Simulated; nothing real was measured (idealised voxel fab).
You're looking at the process module voxel transistor to metal.
Cross-section cut: width 285 nm, square cells of 5 nm.
A cross-section is written here as square cells arranged in a grid, and it is given in bands from the top down, each band taking up one or more rows of cells.
Top height, bottom height, nm. Materials left to right, width each, nm. Single material + "edge to edge" = fills band edge to edge. "blank" = empty.
Below 0: as-received wafer, all one material; heights counted from there. Lowest band: no bottom, goes on down, written "top 0, no bottom".
The expression "30..40" gives the width at the extremes of the band, the first number at its top row of cells and the second at its bottom row, with the width changing by equal amounts from each row to the next in between.
"stayed the same" (step): cross-section cells unchanged, all of them.
"Sealed void inventory": sealed empty spaces, 8 cells or more, no open way to top, listed width x height at distance, with distance from the left edge and width, height and distance in nm.
Where a step's line continues beyond its settings, the continuation is a remark by the simulator itself on that step.
"overlay nm", when on a step's line for a step with a mask, measures how far to the right of its planned place the mask lay; a negative measure means to the left.

# plan
1,RECEIVE (material Si)
2,OXIDIZE (depth nm 5)
3,CONFORMAL_DEP (material SiN; thk nm 10)
4,MASKED_ETCH (tone cover; mask id ACTIVE; width nm 110; pitch nm 140; etch materials SiN; depth nm 10; overlay nm 0)
5,MASKED_ETCH (tone cover; mask id ACTIVE; width nm 110; pitch nm 140; etch materials SiO2; depth nm 5; overlay nm 0)
6,MASKED_ETCH (tone cover; mask id ACTIVE; width nm 110; pitch nm 140; etch materials Si; depth nm 35; overlay nm 0)
7,OXIDIZE (depth nm 5)
8,FILL_DEP (material SiO2; thk nm 5)
9,CMP (height nm 10)
10,SELECTIVE_ETCH (etch materials SiO2; depth nm 10)
11,STRIP (etch materials SiN)
12,SELECTIVE_ETCH (etch materials SiO2; depth nm 5)
13,OXIDIZE (depth nm 5)
14,DIRECTIONAL_DEP (material polySi; thk nm 30)
15,DIRECTIONAL_DEP (material SiCN; thk nm 15)
16,DIRECTIONAL_DEP (material aC; thk nm 15)
17,PATTERN (tone cover; mask id GATE; material resist; width nm 20; pitch nm 140; thk nm 30; overlay nm 0)
18,DIRECTIONAL_ETCH (etch materials aC; depth nm 15)
19,STRIP (etch materials resist)
20,DIRECTIONAL_ETCH (etch materials SiCN; depth nm 25)
21,DIRECTIONAL_ETCH (etch materials polySi; depth nm 40)
22,STRIP (etch materials aC)
23,CONFORMAL_DEP (material SiO2; thk nm 5)
24,DIRECTIONAL_ETCH (etch materials SiO2; depth nm 5)
25,CONFORMAL_DEP (material SiN; thk nm 5)
26,DIRECTIONAL_ETCH (etch materials SiN; depth nm 5)
27,DIRECTIONAL_ETCH (etch materials SiO2; depth nm 5)
28,EPI (material pSi; thk nm 5)
29,FILL_DEP (material SiO2; thk nm 10)
30,CMP (height nm 40)
31,DIRECTIONAL_DEP (material SiO2; thk nm 15)
32,PATTERN (tone open; mask id CONTACT; material resist; width nm 20; pitch nm 70; thk nm 20; overlay nm 0)
33,DIRECTIONAL_ETCH (etch materials SiO2; depth nm 60)
34,STRIP (etch materials resist)
35,CONFORMAL_DEP (material TiN; thk nm 5)
36,FILL_DEP (material W; thk nm 5)
37,CMP (height nm 55)
38,CONFORMAL_DEP (material SiCN; thk nm 5)
39,DIRECTIONAL_DEP (material SiO2; thk nm 20)
40,PATTERN (tone open; mask id METAL_1; material resist; width nm 20; pitch nm 70; thk nm 15; overlay nm 0)
41,DIRECTIONAL_ETCH (etch materials SiO2; depth nm 20)
42,DIRECTIONAL_ETCH (etch materials SiCN; depth nm 5)
43,STRIP (etch materials resist)
44,CONFORMAL_DEP (material TiN; thk nm 5)
45,FILL_DEP (material Cu; thk nm 10)
46,CMP (height nm 80)
47,CONFORMAL_DEP (material SiN; thk nm 5)

# Of two wafers, the first: run according to plan

# Cross-section, incoming material, after step 1
top 0, no bottom  Si edge to edge
Sealed void inventory: none

# Take a look at the wafer's cross-section after step 2
top 0, bottom -5  SiO2 edge to edge
Below -5, the layers are the same as they were.

# Take a look at the wafer's cross-section after step 3
top 10, bottom 0  SiN edge to edge
Below 0, the layers are the same as they were.

# Take a look at the wafer's cross-section after step 4
top 10, bottom 0  blank=15  SiN=110  blank=30  SiN=110  blank=20
Below 0, the layers are the same as they were.

# Take a look at the wafer's cross-section after step 5
top 10, bottom 0  blank=15  SiN=110  blank=30  SiN=110  blank=20
top 0, bottom -5  blank=15  SiO2=110  blank=30  SiO2=110  blank=20
Below -5, the layers are the same as they were.

# Take a look at the wafer's cross-section after step 6
top 10, bottom 0  blank=15  SiN=110  blank=30  SiN=110  blank=20
top 0, bottom -5  blank=15  SiO2=110  blank=30  SiO2=110  blank=20
top -5, bottom -40  blank=15  Si=110  blank=30  Si=110  blank=20
Below -40, the layers are the same as they were.

# Take a look at the wafer's cross-section after step 7
top 10, bottom 0  blank=15  SiN=110  blank=30  SiN=110  blank=20
top 0, bottom -5  blank=15  SiO2=110  blank=30  SiO2=110  blank=20
top -5, bottom -40  blank=15  SiO2=5  Si=100  SiO2=5  blank=30  SiO2=5  Si=100  SiO2=5  blank=20
top -40, bottom -45  SiO2=20  Si=100  SiO2=40  Si=100  SiO2=25
Below -45, the layers are the same as they were.

# Take a look at the wafer's cross-section after step 8
top 15, bottom 10  SiO2 edge to edge
top 10, bottom 0  SiO2=15  SiN=110  SiO2=30  SiN=110  SiO2=20
top 0, bottom -5  SiO2 edge to edge
top -5, bottom -45  SiO2=20  Si=100  SiO2=40  Si=100  SiO2=25
Below -45, the layers are the same as they were.

# Take a look at the wafer's cross-section after step 9
top 10, bottom 0  SiO2=15  SiN=110  SiO2=30  SiN=110  SiO2=20
Below 0, the layers are the same as they were.

# Take a look at the wafer's cross-section after step 10
top 10, bottom 0  blank=15  SiN=110  blank=30  SiN=110  blank=20
Below 0, the layers are the same as they were.

# Take a look at the wafer's cross-section after step 11
top 0, bottom -5  SiO2 edge to edge
Below -5, the layers are the same as they were.

# Take a look at the wafer's cross-section after step 12
top -5, bottom -45  SiO2=20  Si=100  SiO2=40  Si=100  SiO2=25
Below -45, the layers are the same as they were.

# Take a look at the wafer's cross-section after step 13
top -5, bottom -10  SiO2 edge to edge
Below -10, the layers are the same as they were.

# Take a look at the wafer's cross-section after step 14
top 25, bottom -5  polySi edge to edge
Below -5, the layers are the same as they were.

# Take a look at the wafer's cross-section after step 15
top 40, bottom 25  SiCN edge to edge
Below 25, the layers are the same as they were.

# Take a look at the wafer's cross-section after step 16
top 55, bottom 40  aC edge to edge
Below 40, the layers are the same as they were.

# Take a look at the wafer's cross-section after step 17
top 85, bottom 55  blank=60  resist=20  blank=120  resist=20  blank=65
Below 55, the layers are the same as they were.

# Take a look at the wafer's cross-section after step 18
top 70, bottom 55  blank=60  resist=20  blank=120  resist=20  blank=65
top 55, bottom 40  blank=60  aC=20  blank=120  aC=20  blank=65
Below 40, the layers are the same as they were.

# Take a look at the wafer's cross-section after step 19
top 55, bottom 40  blank=60  aC=20  blank=120  aC=20  blank=65
Below 40, the layers are the same as they were.

# Take a look at the wafer's cross-section after step 20
top 55, bottom 40  blank=60  aC=20  blank=120  aC=20  blank=65
top 40, bottom 25  blank=60  SiCN=20  blank=120  SiCN=20  blank=65
Below 25, the layers are the same as they were.

# Take a look at the wafer's cross-section after step 21
top 55, bottom 40  blank=60  aC=20  blank=120  aC=20  blank=65
top 40, bottom 25  blank=60  SiCN=20  blank=120  SiCN=20  blank=65
top 25, bottom -5  blank=60  polySi=20  blank=120  polySi=20  blank=65
Below -5, the layers are the same as they were.

# Take a look at the wafer's cross-section after step 22
top 40, bottom 25  blank=60  SiCN=20  blank=120  SiCN=20  blank=65
Below 25, the layers are the same as they were.

# Take a look at the wafer's cross-section after step 23
top 45, bottom 40  blank=55  SiO2=30  blank=110  SiO2=30  blank=60
top 40, bottom 25  blank=55  SiO2=5  SiCN=20  SiO2=5  blank=110  SiO2=5  SiCN=20  SiO2=5  blank=60
top 25, bottom 0  blank=55  SiO2=5  polySi=20  SiO2=5  blank=110  SiO2=5  polySi=20  SiO2=5  blank=60
top 0, bottom -5  SiO2=60  polySi=20  SiO2=120  polySi=20  SiO2=65
Below -5, the layers are the same as they were.

# Take a look at the wafer's cross-section after step 24
top 40, bottom 25  blank=55  SiO2=5  SiCN=20  SiO2=5  blank=110  SiO2=5  SiCN=20  SiO2=5  blank=60
top 25, bottom -5  blank=55  SiO2=5  polySi=20  SiO2=5  blank=110  SiO2=5  polySi=20  SiO2=5  blank=60
Below -5, the layers are the same as they were.

# Take a look at the wafer's cross-section after step 25
top 45, bottom 40  blank=50  SiN=40  blank=100  SiN=40  blank=55
top 40, bottom 25  blank=50  SiN=5  SiO2=5  SiCN=20  SiO2=5  SiN=5  blank=100  SiN=5  SiO2=5  SiCN=20  SiO2=5  SiN=5  blank=55
top 25, bottom 0  blank=50  SiN=5  SiO2=5  polySi=20  SiO2=5  SiN=5  blank=100  SiN=5  SiO2=5  polySi=20  SiO2=5  SiN=5  blank=55
top 0, bottom -5  SiN=55  SiO2=5  polySi=20  SiO2=5  SiN=110  SiO2=5  polySi=20  SiO2=5  SiN=60
Below -5, the layers are the same as they were.

# Take a look at the wafer's cross-section after step 26
top 40, bottom 25  blank=50  SiN=5  SiO2=5  SiCN=20  SiO2=5  SiN=5  blank=100  SiN=5  SiO2=5  SiCN=20  SiO2=5  SiN=5  blank=55
top 25, bottom -5  blank=50  SiN=5  SiO2=5  polySi=20  SiO2=5  SiN=5  blank=100  SiN=5  SiO2=5  polySi=20  SiO2=5  SiN=5  blank=55
Below -5, the layers are the same as they were.

# Take a look at the wafer's cross-section after step 27
top 40, bottom 35  blank=50  SiN=5  blank=5  SiCN=20  blank=5  SiN=5  blank=100  SiN=5  blank=5  SiCN=20  blank=5  SiN=5  blank=55
top 35, bottom 25  blank=50  SiN=5  SiO2=5  SiCN=20  SiO2=5  SiN=5  blank=100  SiN=5  SiO2=5  SiCN=20  SiO2=5  SiN=5  blank=55
top 25, bottom -5  blank=50  SiN=5  SiO2=5  polySi=20  SiO2=5  SiN=5  blank=100  SiN=5  SiO2=5  polySi=20  SiO2=5  SiN=5  blank=55
top -5, bottom -10  blank=50  SiO2=40  blank=100  SiO2=40  blank=55
Below -10, the layers are the same as they were.

# Take a look at the wafer's cross-section after step 28
top 40, bottom 35  blank=50  SiN=5  blank=5  SiCN=20  blank=5  SiN=5  blank=100  SiN=5  blank=5  SiCN=20  blank=5  SiN=5  blank=55
top 35, bottom 25  blank=50  SiN=5  SiO2=5  SiCN=20  SiO2=5  SiN=5  blank=100  SiN=5  SiO2=5  SiCN=20  SiO2=5  SiN=5  blank=55
top 25, bottom -5  blank=50  SiN=5  SiO2=5  polySi=20  SiO2=5  SiN=5  blank=100  SiN=5  SiO2=5  polySi=20  SiO2=5  SiN=5  blank=55
top -5, bottom -10  blank=15  pSi=35  SiO2=40  pSi=35  blank=30  pSi=35  SiO2=40  pSi=35  blank=20
Below -10, the layers are the same as they were.

# Take a look at the wafer's cross-section after step 29
top 50, bottom 40  SiO2 edge to edge
top 40, bottom 25  SiO2=50  SiN=5  SiO2=5  SiCN=20  SiO2=5  SiN=5  SiO2=100  SiN=5  SiO2=5  SiCN=20  SiO2=5  SiN=5  SiO2=55
top 25, bottom -5  SiO2=50  SiN=5  SiO2=5  polySi=20  SiO2=5  SiN=5  SiO2=100  SiN=5  SiO2=5  polySi=20  SiO2=5  SiN=5  SiO2=55
top -5, bottom -10  SiO2=15  pSi=35  SiO2=40  pSi=35  SiO2=30  pSi=35  SiO2=40  pSi=35  SiO2=20
Below -10, the layers are the same as they were.

# Take a look at the wafer's cross-section after step 30
top 40, bottom 25  SiO2=50  SiN=5  SiO2=5  SiCN=20  SiO2=5  SiN=5  SiO2=100  SiN=5  SiO2=5  SiCN=20  SiO2=5  SiN=5  SiO2=55
Below 25, the layers are the same as they were.

# Take a look at the wafer's cross-section after step 31
top 55, bottom 40  SiO2 edge to edge
Below 40, the layers are the same as they were.

# Take a look at the wafer's cross-section after step 32
top 75, bottom 55  resist=25  blank=20  resist=50  blank=20  resist=50  blank=20  resist=50  blank=20  resist=30
Below 55, the layers are the same as they were.

# Take a look at the wafer's cross-section after step 33
top 75, bottom 55  resist=25  blank=20  resist=50  blank=20  resist=50  blank=20  resist=50  blank=20  resist=30
top 55, bottom 40  SiO2=25  blank=20  SiO2=50  blank=20  SiO2=50  blank=20  SiO2=50  blank=20  SiO2=30
top 40, bottom 25  SiO2=25  blank=20  SiO2=5  SiN=5  SiO2=5  SiCN=20  SiO2=5  SiN=5  SiO2=5  blank=20  SiO2=50  blank=20  SiO2=5  SiN=5  SiO2=5  SiCN=20  SiO2=5  SiN=5  SiO2=5  blank=20  SiO2=30
top 25, bottom -5  SiO2=25  blank=20  SiO2=5  SiN=5  SiO2=5  polySi=20  SiO2=5  SiN=5  SiO2=5  blank=20  SiO2=50  blank=20  SiO2=5  SiN=5  SiO2=5  polySi=20  SiO2=5  SiN=5  SiO2=5  blank=20  SiO2=30
Below -5, the layers are the same as they were.

# Take a look at the wafer's cross-section after step 34
top 55, bottom 40  SiO2=25  blank=20  SiO2=50  blank=20  SiO2=50  blank=20  SiO2=50  blank=20  SiO2=30
Below 40, the layers are the same as they were.

# Take a look at the wafer's cross-section after step 35
top 60, bottom 55  TiN=30  blank=10  TiN=60  blank=10  TiN=60  blank=10  TiN=60  blank=10  TiN=35
top 55, bottom 40  SiO2=25  TiN=5  blank=10  TiN=5  SiO2=50  TiN=5  blank=10  TiN=5  SiO2=50  TiN=5  blank=10  TiN=5  SiO2=50  TiN=5  blank=10  TiN=5  SiO2=30
top 40, bottom 25  SiO2=25  TiN=5  blank=10  TiN=5  SiO2=5  SiN=5  SiO2=5  SiCN=20  SiO2=5  SiN=5  SiO2=5  TiN=5  blank=10  TiN=5  SiO2=50  TiN=5  blank=10  TiN=5  SiO2=5  SiN=5  SiO2=5  SiCN=20  SiO2=5  SiN=5  SiO2=5  TiN=5  blank=10  TiN=5  SiO2=30
top 25, bottom 0  SiO2=25  TiN=5  blank=10  TiN=5  SiO2=5  SiN=5  SiO2=5  polySi=20  SiO2=5  SiN=5  SiO2=5  TiN=5  blank=10  TiN=5  SiO2=50  TiN=5  blank=10  TiN=5  SiO2=5  SiN=5  SiO2=5  polySi=20  SiO2=5  SiN=5  SiO2=5  TiN=5  blank=10  TiN=5  SiO2=30
top 0, bottom -5  SiO2=25  TiN=20  SiO2=5  SiN=5  SiO2=5  polySi=20  SiO2=5  SiN=5  SiO2=5  TiN=20  SiO2=50  TiN=20  SiO2=5  SiN=5  SiO2=5  polySi=20  SiO2=5  SiN=5  SiO2=5  TiN=20  SiO2=30
Below -5, the layers are the same as they were.

# Take a look at the wafer's cross-section after step 36
top 65, bottom 60  W edge to edge
top 60, bottom 55  TiN=30  W=10  TiN=60  W=10  TiN=60  W=10  TiN=60  W=10  TiN=35
top 55, bottom 40  SiO2=25  TiN=5  W=10  TiN=5  SiO2=50  TiN=5  W=10  TiN=5  SiO2=50  TiN=5  W=10  TiN=5  SiO2=50  TiN=5  W=10  TiN=5  SiO2=30
top 40, bottom 25  SiO2=25  TiN=5  W=10  TiN=5  SiO2=5  SiN=5  SiO2=5  SiCN=20  SiO2=5  SiN=5  SiO2=5  TiN=5  W=10  TiN=5  SiO2=50  TiN=5  W=10  TiN=5  SiO2=5  SiN=5  SiO2=5  SiCN=20  SiO2=5  SiN=5  SiO2=5  TiN=5  W=10  TiN=5  SiO2=30
top 25, bottom 0  SiO2=25  TiN=5  W=10  TiN=5  SiO2=5  SiN=5  SiO2=5  polySi=20  SiO2=5  SiN=5  SiO2=5  TiN=5  W=10  TiN=5  SiO2=50  TiN=5  W=10  TiN=5  SiO2=5  SiN=5  SiO2=5  polySi=20  SiO2=5  SiN=5  SiO2=5  TiN=5  W=10  TiN=5  SiO2=30
Below 0, the layers are the same as they were.

# Take a look at the wafer's cross-section after step 37
top 55, bottom 40  SiO2=25  TiN=5  W=10  TiN=5  SiO2=50  TiN=5  W=10  TiN=5  SiO2=50  TiN=5  W=10  TiN=5  SiO2=50  TiN=5  W=10  TiN=5  SiO2=30
Below 40, the layers are the same as they were.

# Take a look at the wafer's cross-section after step 38
top 60, bottom 55  SiCN edge to edge
Below 55, the layers are the same as they were.

# Take a look at the wafer's cross-section after step 39
top 80, bottom 60  SiO2 edge to edge
Below 60, the layers are the same as they were.

# Take a look at the wafer's cross-section after step 40
top 95, bottom 80  resist=25  blank=20  resist=50  blank=20  resist=50  blank=20  resist=50  blank=20  resist=30
Below 80, the layers are the same as they were.

# Take a look at the wafer's cross-section after step 41
top 95, bottom 80  resist=25  blank=20  resist=50  blank=20  resist=50  blank=20  resist=50  blank=20  resist=30
top 80, bottom 60  SiO2=25  blank=20  SiO2=50  blank=20  SiO2=50  blank=20  SiO2=50  blank=20  SiO2=30
Below 60, the layers are the same as they were.

# Take a look at the wafer's cross-section after step 42
top 95, bottom 80  resist=25  blank=20  resist=50  blank=20  resist=50  blank=20  resist=50  blank=20  resist=30
top 80, bottom 60  SiO2=25  blank=20  SiO2=50  blank=20  SiO2=50  blank=20  SiO2=50  blank=20  SiO2=30
top 60, bottom 55  SiCN=25  blank=20  SiCN=50  blank=20  SiCN=50  blank=20  SiCN=50  blank=20  SiCN=30
Below 55, the layers are the same as they were.

# Take a look at the wafer's cross-section after step 43
top 80, bottom 60  SiO2=25  blank=20  SiO2=50  blank=20  SiO2=50  blank=20  SiO2=50  blank=20  SiO2=30
Below 60, the layers are the same as they were.

# Take a look at the wafer's cross-section after step 44
top 85, bottom 80  TiN=30  blank=10  TiN=60  blank=10  TiN=60  blank=10  TiN=60  blank=10  TiN=35
top 80, bottom 60  SiO2=25  TiN=5  blank=10  TiN=5  SiO2=50  TiN=5  blank=10  TiN=5  SiO2=50  TiN=5  blank=10  TiN=5  SiO2=50  TiN=5  blank=10  TiN=5  SiO2=30
top 60, bottom 55  SiCN=25  TiN=20  SiCN=50  TiN=20  SiCN=50  TiN=20  SiCN=50  TiN=20  SiCN=30
Below 55, the layers are the same as they were.

# Take a look at the wafer's cross-section after step 45
top 95, bottom 85  Cu edge to edge
top 85, bottom 80  TiN=30  Cu=10  TiN=60  Cu=10  TiN=60  Cu=10  TiN=60  Cu=10  TiN=35
top 80, bottom 60  SiO2=25  TiN=5  Cu=10  TiN=5  SiO2=50  TiN=5  Cu=10  TiN=5  SiO2=50  TiN=5  Cu=10  TiN=5  SiO2=50  TiN=5  Cu=10  TiN=5  SiO2=30
Below 60, the layers are the same as they were.

# Take a look at the wafer's cross-section after step 46
top 80, bottom 60  SiO2=25  TiN=5  Cu=10  TiN=5  SiO2=50  TiN=5  Cu=10  TiN=5  SiO2=50  TiN=5  Cu=10  TiN=5  SiO2=50  TiN=5  Cu=10  TiN=5  SiO2=30
Below 60, the layers are the same as they were.

# Take a look at the wafer's cross-section after step 47
top 85, bottom 80  SiN edge to edge
Below 80, the layers are the same as they were.

# The second wafer: identical to the first at the outset and in its planned sequence, differing only in that one mistake was made during processing; up to and including step 14, its path is the first wafer's path

# Cross-sectional view of the second wafer at the intended end time of process step 15
top 55, bottom 25  SiCN edge to edge
Below 25, the layers are the same as they were.

# Cross-sectional view of the second wafer at the intended end time of process step 16
top 70, bottom 55  aC edge to edge
Below 55, the layers are the same as they were.

# Cross-sectional view of the second wafer at the intended end time of process step 17
top 100, bottom 70  blank=60  resist=20  blank=120  resist=20  blank=65
Below 70, the layers are the same as they were.

# Cross-sectional view of the second wafer at the intended end time of process step 18
top 85, bottom 70  blank=60  resist=20  blank=120  resist=20  blank=65
top 70, bottom 55  blank=60  aC=20  blank=120  aC=20  blank=65
Below 55, the layers are the same as they were.

# Cross-sectional view of the second wafer at the intended end time of process step 19
top 70, bottom 55  blank=60  aC=20  blank=120  aC=20  blank=65
Below 55, the layers are the same as they were.

# Cross-sectional view of the second wafer at the intended end time of process step 20
top 70, bottom 55  blank=60  aC=20  blank=120  aC=20  blank=65
top 55, bottom 30  blank=60  SiCN=20  blank=120  SiCN=20  blank=65
Below 30, the layers are the same as they were.

Cross-sectional view of the second wafer at the intended end time of process step 21: stayed the same

# Cross-sectional view of the second wafer at the intended end time of process step 22
top 55, bottom 30  blank=60  SiCN=20  blank=120  SiCN=20  blank=65
Below 30, the layers are the same as they were.

# Cross-sectional view of the second wafer at the intended end time of process step 23
top 60, bottom 55  blank=55  SiO2=30  blank=110  SiO2=30  blank=60
top 55, bottom 35  blank=55  SiO2=5  SiCN=20  SiO2=5  blank=110  SiO2=5  SiCN=20  SiO2=5  blank=60
top 35, bottom 30  SiO2=60  SiCN=20  SiO2=120  SiCN=20  SiO2=65
Below 30, the layers are the same as they were.

# Cross-sectional view of the second wafer at the intended end time of process step 24
top 55, bottom 30  blank=55  SiO2=5  SiCN=20  SiO2=5  blank=110  SiO2=5  SiCN=20  SiO2=5  blank=60
Below 30, the layers are the same as they were.

# Cross-sectional view of the second wafer at the intended end time of process step 25
top 60, bottom 55  blank=50  SiN=40  blank=100  SiN=40  blank=55
top 55, bottom 35  blank=50  SiN=5  SiO2=5  SiCN=20  SiO2=5  SiN=5  blank=100  SiN=5  SiO2=5  SiCN=20  SiO2=5  SiN=5  blank=55
top 35, bottom 30  SiN=55  SiO2=5  SiCN=20  SiO2=5  SiN=110  SiO2=5  SiCN=20  SiO2=5  SiN=60
Below 30, the layers are the same as they were.

# Cross-sectional view of the second wafer at the intended end time of process step 26
top 55, bottom 30  blank=50  SiN=5  SiO2=5  SiCN=20  SiO2=5  SiN=5  blank=100  SiN=5  SiO2=5  SiCN=20  SiO2=5  SiN=5  blank=55
Below 30, the layers are the same as they were.

# Cross-sectional view of the second wafer at the intended end time of process step 27
top 55, bottom 50  blank=50  SiN=5  blank=5  SiCN=20  blank=5  SiN=5  blank=100  SiN=5  blank=5  SiCN=20  blank=5  SiN=5  blank=55
Below 50, the layers are the same as they were.

Cross-sectional view of the second wafer at the intended end time of process step 28: stayed the same

# Cross-sectional view of the second wafer at the intended end time of process step 29
top 65, bottom 55  SiO2 edge to edge
top 55, bottom 30  SiO2=50  SiN=5  SiO2=5  SiCN=20  SiO2=5  SiN=5  SiO2=100  SiN=5  SiO2=5  SiCN=20  SiO2=5  SiN=5  SiO2=55
Below 30, the layers are the same as they were.

# Cross-sectional view of the second wafer at the intended end time of process step 30
top 40, bottom 30  SiO2=50  SiN=5  SiO2=5  SiCN=20  SiO2=5  SiN=5  SiO2=100  SiN=5  SiO2=5  SiCN=20  SiO2=5  SiN=5  SiO2=55
Below 30, the layers are the same as they were.

# Cross-sectional view of the second wafer at the intended end time of process step 31
top 55, bottom 40  SiO2 edge to edge
Below 40, the layers are the same as they were.

# Cross-sectional view of the second wafer at the intended end time of process step 32
top 75, bottom 55  resist=25  blank=20  resist=50  blank=20  resist=50  blank=20  resist=50  blank=20  resist=30
Below 55, the layers are the same as they were.

# Cross-sectional view of the second wafer at the intended end time of process step 33
top 75, bottom 55  resist=25  blank=20  resist=50  blank=20  resist=50  blank=20  resist=50  blank=20  resist=30
top 55, bottom 40  SiO2=25  blank=20  SiO2=50  blank=20  SiO2=50  blank=20  SiO2=50  blank=20  SiO2=30
top 40, bottom 30  SiO2=25  blank=20  SiO2=5  SiN=5  SiO2=5  SiCN=20  SiO2=5  SiN=5  SiO2=5  blank=20  SiO2=50  blank=20  SiO2=5  SiN=5  SiO2=5  SiCN=20  SiO2=5  SiN=5  SiO2=5  blank=20  SiO2=30
Below 30, the layers are the same as they were.

# Cross-sectional view of the second wafer at the intended end time of process step 34
top 55, bottom 40  SiO2=25  blank=20  SiO2=50  blank=20  SiO2=50  blank=20  SiO2=50  blank=20  SiO2=30
Below 40, the layers are the same as they were.

# Cross-sectional view of the second wafer at the intended end time of process step 35
top 60, bottom 55  TiN=30  blank=10  TiN=60  blank=10  TiN=60  blank=10  TiN=60  blank=10  TiN=35
top 55, bottom 40  SiO2=25  TiN=5  blank=10  TiN=5  SiO2=50  TiN=5  blank=10  TiN=5  SiO2=50  TiN=5  blank=10  TiN=5  SiO2=50  TiN=5  blank=10  TiN=5  SiO2=30
top 40, bottom 35  SiO2=25  TiN=5  blank=10  TiN=5  SiO2=5  SiN=5  SiO2=5  SiCN=20  SiO2=5  SiN=5  SiO2=5  TiN=5  blank=10  TiN=5  SiO2=50  TiN=5  blank=10  TiN=5  SiO2=5  SiN=5  SiO2=5  SiCN=20  SiO2=5  SiN=5  SiO2=5  TiN=5  blank=10  TiN=5  SiO2=30
top 35, bottom 30  SiO2=25  TiN=20  SiO2=5  SiN=5  SiO2=5  SiCN=20  SiO2=5  SiN=5  SiO2=5  TiN=20  SiO2=50  TiN=20  SiO2=5  SiN=5  SiO2=5  SiCN=20  SiO2=5  SiN=5  SiO2=5  TiN=20  SiO2=30
Below 30, the layers are the same as they were.

# Cross-sectional view of the second wafer at the intended end time of process step 36
top 65, bottom 60  W edge to edge
top 60, bottom 55  TiN=30  W=10  TiN=60  W=10  TiN=60  W=10  TiN=60  W=10  TiN=35
top 55, bottom 40  SiO2=25  TiN=5  W=10  TiN=5  SiO2=50  TiN=5  W=10  TiN=5  SiO2=50  TiN=5  W=10  TiN=5  SiO2=50  TiN=5  W=10  TiN=5  SiO2=30
top 40, bottom 35  SiO2=25  TiN=5  W=10  TiN=5  SiO2=5  SiN=5  SiO2=5  SiCN=20  SiO2=5  SiN=5  SiO2=5  TiN=5  W=10  TiN=5  SiO2=50  TiN=5  W=10  TiN=5  SiO2=5  SiN=5  SiO2=5  SiCN=20  SiO2=5  SiN=5  SiO2=5  TiN=5  W=10  TiN=5  SiO2=30
Below 35, the layers are the same as they were.

# Cross-sectional view of the second wafer at the intended end time of process step 37
top 55, bottom 40  SiO2=25  TiN=5  W=10  TiN=5  SiO2=50  TiN=5  W=10  TiN=5  SiO2=50  TiN=5  W=10  TiN=5  SiO2=50  TiN=5  W=10  TiN=5  SiO2=30
Below 40, the layers are the same as they were.

# Cross-sectional view of the second wafer at the intended end time of process step 38
top 60, bottom 55  SiCN edge to edge
Below 55, the layers are the same as they were.

# Cross-sectional view of the second wafer at the intended end time of process step 39
top 80, bottom 60  SiO2 edge to edge
Below 60, the layers are the same as they were.

# Cross-sectional view of the second wafer at the intended end time of process step 40
top 95, bottom 80  resist=25  blank=20  resist=50  blank=20  resist=50  blank=20  resist=50  blank=20  resist=30
Below 80, the layers are the same as they were.

# Cross-sectional view of the second wafer at the intended end time of process step 41
top 95, bottom 80  resist=25  blank=20  resist=50  blank=20  resist=50  blank=20  resist=50  blank=20  resist=30
top 80, bottom 60  SiO2=25  blank=20  SiO2=50  blank=20  SiO2=50  blank=20  SiO2=50  blank=20  SiO2=30
Below 60, the layers are the same as they were.

# Cross-sectional view of the second wafer at the intended end time of process step 42
top 95, bottom 80  resist=25  blank=20  resist=50  blank=20  resist=50  blank=20  resist=50  blank=20  resist=30
top 80, bottom 60  SiO2=25  blank=20  SiO2=50  blank=20  SiO2=50  blank=20  SiO2=50  blank=20  SiO2=30
top 60, bottom 55  SiCN=25  blank=20  SiCN=50  blank=20  SiCN=50  blank=20  SiCN=50  blank=20  SiCN=30
Below 55, the layers are the same as they were.

# Cross-sectional view of the second wafer at the intended end time of process step 43
top 80, bottom 60  SiO2=25  blank=20  SiO2=50  blank=20  SiO2=50  blank=20  SiO2=50  blank=20  SiO2=30
Below 60, the layers are the same as they were.

# Cross-sectional view of the second wafer at the intended end time of process step 44
top 85, bottom 80  TiN=30  blank=10  TiN=60  blank=10  TiN=60  blank=10  TiN=60  blank=10  TiN=35
top 80, bottom 60  SiO2=25  TiN=5  blank=10  TiN=5  SiO2=50  TiN=5  blank=10  TiN=5  SiO2=50  TiN=5  blank=10  TiN=5  SiO2=50  TiN=5  blank=10  TiN=5  SiO2=30
top 60, bottom 55  SiCN=25  TiN=20  SiCN=50  TiN=20  SiCN=50  TiN=20  SiCN=50  TiN=20  SiCN=30
Below 55, the layers are the same as they were.

# Cross-sectional view of the second wafer at the intended end time of process step 45
top 95, bottom 85  Cu edge to edge
top 85, bottom 80  TiN=30  Cu=10  TiN=60  Cu=10  TiN=60  Cu=10  TiN=60  Cu=10  TiN=35
top 80, bottom 60  SiO2=25  TiN=5  Cu=10  TiN=5  SiO2=50  TiN=5  Cu=10  TiN=5  SiO2=50  TiN=5  Cu=10  TiN=5  SiO2=50  TiN=5  Cu=10  TiN=5  SiO2=30
Below 60, the layers are the same as they were.

# Cross-sectional view of the second wafer at the intended end time of process step 46
top 80, bottom 60  SiO2=25  TiN=5  Cu=10  TiN=5  SiO2=50  TiN=5  Cu=10  TiN=5  SiO2=50  TiN=5  Cu=10  TiN=5  SiO2=50  TiN=5  Cu=10  TiN=5  SiO2=30
Below 60, the layers are the same as they were.

# Cross-sectional view of the second wafer at the intended end time of process step 47
top 85, bottom 80  SiN edge to edge
Below 80, the layers are the same as they were.
Diagnosis: plan step 15 was twice executed
Heads up, by the end the second wafer has more or fewer cells of some materials compared to the first: SiCN +49, SiN -28, SiO2 -175, TiN -56, W -56, pSi -28, polySi +294
